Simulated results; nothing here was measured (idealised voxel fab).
process module | voxel gate over fins
cross-section cut | 200 nm wide | cells 5 nm
A cross-section is a grid of square cells, given in bands from the top down. A band is one or more rows of cells.
Each band's line starts with the height of the band's top and of its bottom, in nm. Then come its materials from left to right, each with its width in nm. One material with "throughout" fills the band from edge to edge. "air" is empty space.
Height 0 is the level under which the wafer as received is all one material. The lowest band goes on downwards, as in "0 down".
A width such as "30 to 40" changes by the same amount from each row of cells to the next, from the band's top row to its bottom row.
"no change" after a step means that no cell of the cross-section changed.
closed voids: empty space of 8 cells or more with no open way to the top, each as width x height at its distance from the left edge, in nm
after a step's settings: what the simulator itself notes on the step
overlay nm, on a step with a mask: how far to the right of its planned place the mask lay; to the left if negative
plan
1 op RECEIVE | material Si
2 op CONFORMAL_DEP | material SiN | thk nm 5
3 op PATTERN | tone cover | mask id FINS | material resist | width nm 15 | pitch nm 50 | thk nm 15 | overlay nm 0
4 op DIRECTIONAL_ETCH | etch materials SiN | depth nm 5
5 op DIRECTIONAL_ETCH | etch materials Si | depth nm 30
6 op STRIP | etch materials resist
7 op FILL_DEP | material SiO2 | thk nm 15
8 op CMP | height nm 5
9 op MASKED_ETCH | tone open | mask id RAIL | width nm 15 | etch materials SiO2 | depth nm 30 | overlay nm 0
10 op CONFORMAL_DEP | material TiN | thk nm 5
11 op FILL_DEP | material W | thk nm 5
12 op CMP | height nm 5
13 op SELECTIVE_ETCH | etch materials W Ru TiN | depth nm 25
14 op FILL_DEP | material SiO2 | thk nm 5
15 op CMP | height nm 5
16 op SELECTIVE_ETCH | etch materials SiO2 | depth nm 15
17 op STRIP | etch materials SiN
18 op CONFORMAL_DEP | material HfO2 | thk nm 5
19 op CONFORMAL_DEP | material TiN | thk nm 5
20 op FILL_DEP | material W | thk nm 15
21 op CMP | height nm 20
22 op CONFORMAL_DEP | material SiN | thk nm 5
as received, after step 1
  0 down: Si throughout
  closed voids: none
first wafer at the end, as planned
  25 to 20: SiN throughout
  20 to 10: W throughout
  10 to 5: W 5 | TiN 35 | W 15 | TiN 35 | W 15 | TiN 35 | W 15 | TiN 35 | W 10
  5 to 0: W 5 | TiN 5 | HfO2 25 | TiN 5 | W 15 | TiN 5 | HfO2 25 | TiN 5 | W 15 | TiN 5 | HfO2 25 | TiN 5 | W 15 | TiN 5 | HfO2 25 | TiN 5 | W 10
  0 to -5: TiN 10 | HfO2 5 | Si 15 | HfO2 5 | TiN 25 | HfO2 5 | Si 15 | HfO2 5 | TiN 25 | HfO2 5 | Si 15 | HfO2 5 | TiN 25 | HfO2 5 | Si 15 | HfO2 5 | TiN 15
  -5 to -10: HfO2 15 | Si 15 | HfO2 35 | Si 15 | HfO2 35 | Si 15 | HfO2 35 | Si 15 | HfO2 20
  -10 to -20: SiO2 15 | Si 15 | SiO2 35 | Si 15 | SiO2 35 | Si 15 | SiO2 35 | Si 15 | SiO2 20
  -20 to -25: SiO2 15 | Si 15 | SiO2 10 | TiN 15 | SiO2 10 | Si 15 | SiO2 35 | Si 15 | SiO2 35 | Si 15 | SiO2 20
  -25 to -30: SiO2 15 | Si 15 | SiO2 35 | Si 15 | SiO2 35 | Si 15 | SiO2 35 | Si 15 | SiO2 20
  -30 down: Si throughout
  closed voids: none
second wafer at the end: like start, like plan, one mistake
  25 to 20: SiN throughout
  20 to 10: W throughout
  10 to 5: W 5 | TiN 35 | W 15 | TiN 35 | W 15 | TiN 35 | W 15 | TiN 35 | W 10
  5 to 0: W 5 | TiN 5 | HfO2 25 | TiN 5 | W 15 | TiN 5 | HfO2 25 | TiN 5 | W 15 | TiN 5 | HfO2 25 | TiN 5 | W 15 | TiN 5 | HfO2 25 | TiN 5 | W 10
  0 to -5: W 5 | TiN 5 | HfO2 5 | Si 15 | HfO2 5 | TiN 25 | HfO2 5 | Si 15 | HfO2 5 | TiN 25 | HfO2 5 | Si 15 | HfO2 5 | TiN 25 | HfO2 5 | Si 15 | HfO2 5 | TiN 15
  -5 to -10: TiN 10 | HfO2 5 | Si 15 | HfO2 5 | TiN 5 | HfO2 15 | TiN 5 | HfO2 5 | Si 15 | HfO2 5 | TiN 5 | HfO2 15 | TiN 5 | HfO2 5 | Si 15 | HfO2 5 | TiN 5 | HfO2 15 | TiN 5 | HfO2 5 | Si 15 | HfO2 5 | TiN 5 | HfO2 10
  -10 to -15: HfO2 15 | Si 15 | HfO2 15 | SiO2 5 | HfO2 15 | Si 15 | HfO2 15 | SiO2 5 | HfO2 15 | Si 15 | HfO2 15 | SiO2 5 | HfO2 15 | Si 15 | HfO2 15 | SiO2 5
  -15 to -20: SiO2 15 | Si 15 | SiO2 35 | Si 15 | SiO2 35 | Si 15 | SiO2 35 | Si 15 | SiO2 20
  -20 to -25: SiO2 15 | Si 15 | SiO2 10 | TiN 15 | SiO2 10 | Si 15 | SiO2 35 | Si 15 | SiO2 35 | Si 15 | SiO2 20
  -25 to -30: SiO2 15 | Si 15 | SiO2 35 | Si 15 | SiO2 35 | Si 15 | SiO2 35 | Si 15 | SiO2 20
  -30 down: Si throughout
  closed voids: none
what went wrong: steps 16 and 17 were swapped
at the end the second wafer has, in cells: 15 more of HfO2 | 24 fewer of SiO2 | 8 more of TiN | 1 more of W
